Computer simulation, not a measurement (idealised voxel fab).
process module | voxel double patterning
cross-section cut | 210 nm wide | cells 5 nm
A cross-section is a grid of square cells, given in bands from the top down. A band is one or more rows of cells.
Each band's line starts with the height of the band's top and of its bottom, in nm. Then come its materials from left to right, each with its width in nm. One material with "throughout" fills the band from edge to edge. "air" is empty space.
Height 0 is the level under which the wafer as received is all one material. The lowest band goes on downwards, as in "0 down".
A width such as "30 to 40" changes by the same amount from each row of cells to the next, from the band's top row to its bottom row.
"no change" after a step means that no cell of the cross-section changed.
closed voids: empty space of 8 cells or more with no open way to the top, each as width x height at its distance from the left edge, in nm
after a step's settings: what the simulator itself notes on the step
overlay nm, on a step with a mask: how far to the right of its planned place the mask lay; to the left if negative
plan
1 op RECEIVE | material Si
2 op CONFORMAL_DEP | material SiO2 | thk nm 5
3 op DIRECTIONAL_DEP | material polySi | thk nm 15
4 op DIRECTIONAL_DEP | material SiCN | thk nm 5
5 op PATTERN | tone open | mask id FIRST | material resist | width nm 15 | pitch nm 50 | thk nm 15 | overlay nm 0
6 op DIRECTIONAL_ETCH | etch materials SiCN | depth nm 5
7 op STRIP | etch materials resist
8 op PATTERN | tone open | mask id SECOND | material resist | width nm 15 | pitch nm 50 | thk nm 20 | overlay nm 0
9 op DIRECTIONAL_ETCH | etch materials SiCN | depth nm 5
10 op STRIP | etch materials resist
11 op DIRECTIONAL_ETCH | etch materials polySi | depth nm 15
12 op STRIP | etch materials SiCN
as received, after step 1
  0 down: Si throughout
  closed voids: none
first wafer at the end, as planned
  20 to 5: polySi 45 | air 15 | polySi 10 | air 15 | polySi 10 | air 15 | polySi 10 | air 15 | polySi 10 | air 15 | polySi 50
  5 to 0: SiO2 throughout
  0 down: Si throughout
  closed voids: none
second wafer at the end: like start, like plan, one mistake
  20 to 5: air 45 | polySi 15 | air 35 | polySi 15 | air 35 | polySi 15 | air 50
  5 to 0: SiO2 throughout
  0 down: Si throughout
  closed voids: none
what went wrong: step 5 ran as: op PATTERN | tone cover | mask id FIRST | material resist | width nm 15 | pitch nm 50 | thk nm 15 | overlay nm 0
at the end the second wafer has, in cells: 54 fewer of polySi
